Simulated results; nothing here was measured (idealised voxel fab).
Process module name: voxel tone inversion
Each square cell in cross-section cut measures 5 nm, and the section as a whole is 205 nm wide.
A cross-section in this document is a grid of square cells, and it is written down as bands, the top band listed before the ones below it; a band is made up of one or more rows of cells.
Look at the band entry: it leads with the top's height and the bottom's height in nm. Then it lists the materials left to right, with a width in nm for each. The word "everywhere" on a single material says that material fills the band edge to edge. The word "blank" is empty space.
Heights are expressed relative to 0, this being the level below which the as-received wafer comprises one material exclusively. The lowest band is unbounded in the downward direction and is denoted as in "top 0, no bottom".
A two-number width, for instance "30..40", indicates that the width is equal to the first number in the top row of the band and to the second number in the bottom row, and that it changes by a constant amount per row of cells.
Step marked "all unchanged"? Then no cell in the cross-section changed in it.
The label "Enclosed void catalog" introduces a list of the empty spaces, 8 cells or larger, that have no open way up to the top; each entry in it reads width x height at distance, where the distance is taken from the left edge and all three are stated in nm.
On a step's line, text after the settings is the simulator commenting on that step.
overlay nm: step with mask; distance mask lay right of planned place; negative value = left of planned place.
-- Process steps foreseen in the plan
1,RECEIVE (material Si)
2,CONFORMAL_DEP (material SiCN; thk nm 5)
3,DIRECTIONAL_DEP (material aC; thk nm 25)
4,PATTERN (tone cover; mask id POSTS; material resist; width nm 25; pitch nm 40; thk nm 35; overlay nm 0)
5,DIRECTIONAL_ETCH (etch materials aC; depth nm 25)
6,STRIP (etch materials resist)
7,FILL_DEP (material lowk; thk nm 10)
8,CMP (height nm 30)
9,STRIP (etch materials aC)
10,CONFORMAL_DEP (material TiN; thk nm 5)
11,FILL_DEP (material Cu; thk nm 5)
12,CMP (height nm 30)
13,CONFORMAL_DEP (material SiN; thk nm 5)
-- The first wafer of two, processed as planned
-- Cross-section of the incoming wafer, state after step 1
top 0, no bottom  Si everywhere
Enclosed void catalog: none
-- The following cross-section depicts the wafer upon completion of step 2
top 5, bottom 0  SiCN everywhere
Below 0 it's all the same as before, nothing changed down there.
-- The following cross-section depicts the wafer upon completion of step 3
top 30, bottom 5  aC everywhere
Below 5 it's all the same as before, nothing changed down there.
-- The following cross-section depicts the wafer upon completion of step 4
top 65, bottom 30  blank=30; resist=25; blank=15; resist=25; blank=15; resist=25; blank=15; resist=25; blank=30
Below 30 it's all the same as before, nothing changed down there.
-- The following cross-section depicts the wafer upon completion of step 5
top 40, bottom 30  blank=30; resist=25; blank=15; resist=25; blank=15; resist=25; blank=15; resist=25; blank=30
top 30, bottom 5  blank=30; aC=25; blank=15; aC=25; blank=15; aC=25; blank=15; aC=25; blank=30
Below 5 it's all the same as before, nothing changed down there.
-- The following cross-section depicts the wafer upon completion of step 6
top 30, bottom 5  blank=30; aC=25; blank=15; aC=25; blank=15; aC=25; blank=15; aC=25; blank=30
Below 5 it's all the same as before, nothing changed down there.
-- The following cross-section depicts the wafer upon completion of step 7
top 40, bottom 30  lowk everywhere
top 30, bottom 5  lowk=30; aC=25; lowk=15; aC=25; lowk=15; aC=25; lowk=15; aC=25; lowk=30
Below 5 it's all the same as before, nothing changed down there.
-- The following cross-section depicts the wafer upon completion of step 8
top 30, bottom 5  lowk=30; aC=25; lowk=15; aC=25; lowk=15; aC=25; lowk=15; aC=25; lowk=30
Below 5 it's all the same as before, nothing changed down there.
-- The following cross-section depicts the wafer upon completion of step 9
top 30, bottom 5  lowk=30; blank=25; lowk=15; blank=25; lowk=15; blank=25; lowk=15; blank=25; lowk=30
Below 5 it's all the same as before, nothing changed down there.
-- The following cross-section depicts the wafer upon completion of step 10
top 35, bottom 30  TiN=35; blank=15; TiN=25; blank=15; TiN=25; blank=15; TiN=25; blank=15; TiN=35
top 30, bottom 10  lowk=30; TiN=5; blank=15; TiN=5; lowk=15; TiN=5; blank=15; TiN=5; lowk=15; TiN=5; blank=15; TiN=5; lowk=15; TiN=5; blank=15; TiN=5; lowk=30
top 10, bottom 5  lowk=30; TiN=25; lowk=15; TiN=25; lowk=15; TiN=25; lowk=15; TiN=25; lowk=30
Below 5 it's all the same as before, nothing changed down there.
-- The following cross-section depicts the wafer upon completion of step 11
top 40, bottom 35  Cu everywhere
top 35, bottom 30  TiN=35; Cu=15; TiN=25; Cu=15; TiN=25; Cu=15; TiN=25; Cu=15; TiN=35
top 30, bottom 10  lowk=30; TiN=5; Cu=15; TiN=5; lowk=15; TiN=5; Cu=15; TiN=5; lowk=15; TiN=5; Cu=15; TiN=5; lowk=15; TiN=5; Cu=15; TiN=5; lowk=30
Below 10 it's all the same as before, nothing changed down there.
-- The following cross-section depicts the wafer upon completion of step 12
top 30, bottom 10  lowk=30; TiN=5; Cu=15; TiN=5; lowk=15; TiN=5; Cu=15; TiN=5; lowk=15; TiN=5; Cu=15; TiN=5; lowk=15; TiN=5; Cu=15; TiN=5; lowk=30
Below 10 it's all the same as before, nothing changed down there.
-- The following cross-section depicts the wafer upon completion of step 13
top 35, bottom 30  SiN everywhere
Below 30 it's all the same as before, nothing changed down there.
-- The remaining wafer, second of the two, started like the first and was run to the same plan, except that one mistake was made along the way; the two coincide through step 12, inclusive
-- Cross-section: second wafer, time at which step 13 was scheduled to end
top 35, bottom 30  SiCN everywhere
Below 30 it's all the same as before, nothing changed down there.
Error vs. plan: step 13 ran with different settings than intended, the actual operation and settings being CONFORMAL_DEP (material SiCN; thk nm 5)
Upon completion, the second wafer contains, in terms of cells, a greater or smaller amount of certain materials than the first wafer: SiCN: 41 more; SiN: 41 fewer
